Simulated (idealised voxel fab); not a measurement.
Process module heading - voxel quadruple lines
Cross-section cut spans 300 nm and uses square cells 5 nm in size.
When this document writes out a cross-section, it uses a grid of square cells and lists it as bands, beginning at the top and moving down, with a band standing for one or more rows of cells. For a band, the entry starts with two heights in nm, that of the top and then that of the bottom, and carries on with the band's materials in order from left to right, each alongside its width in nm; the word "full width" beside a single material means it fills the band edge to edge, and "empty" means empty space. Ref level 0: as-received wafer is one material below here. Bottom band extends down with no lower bound ("0 down"). A two-number width, for instance "30 to 40", indicates that the width is equal to the first number in the top row of the band and to the second number in the bottom row, and that it changes by a constant amount per row of cells. A step reported as "no change" is a step in which no cell of the cross-section changed. Closed-off voids of 8+ cells (no open route to the top) go in "Enclosed voids", written width x height at distance from the left edge, in nm. On a step's line, text after the settings is the simulator commenting on that step. Each step line may optionally specify "overlay nm", which for a step with a mask gives the rightward distance between the mask's planned place and where it lay, a negative value indicating the leftward direction.

These are the steps we planned for the process
1: RECEIVE, material Si
2: CONFORMAL_DEP, material Al2O3, thk nm 5
3: DIRECTIONAL_DEP, material W, thk nm 10
4: DIRECTIONAL_DEP, material polySi, thk nm 15
5: DIRECTIONAL_DEP, material aC, thk nm 25
6: PATTERN, tone cover, mask id MANDREL, material resist, width nm 35, thk nm 35, overlay nm 0
7: DIRECTIONAL_ETCH, etch materials aC, depth nm 25
8: STRIP, etch materials resist
9: CONFORMAL_DEP, material SiO2, thk nm 15
10: DIRECTIONAL_ETCH, etch materials SiO2, depth nm 15
11: STRIP, etch materials aC
12: DIRECTIONAL_ETCH, etch materials polySi, depth nm 15
13: STRIP, etch materials SiO2
14: CONFORMAL_DEP, material SiN, thk nm 10
15: DIRECTIONAL_ETCH, etch materials SiN, depth nm 10
16: STRIP, etch materials polySi
17: DIRECTIONAL_ETCH, etch materials W, depth nm 10
18: STRIP, etch materials SiN

Received-state cross-section, reflecting completion of step 1
	0 down | Si full width
	Enclosed voids: none

Same starting wafer, same plan as above, one mistake in the execution; this is the cross-section at the end of the module
	30 to 15 | empty 115, polySi 15, empty 35, polySi 15, empty 120
	15 to 5 | empty 115, W 15, empty 35, W 15, empty 120
	5 to 0 | Al2O3 full width
	0 down | Si full width
	Enclosed voids: none
Plan not followed: for step 16, the planned setting was not used; the step was instead run as STRIP, etch materials SiN
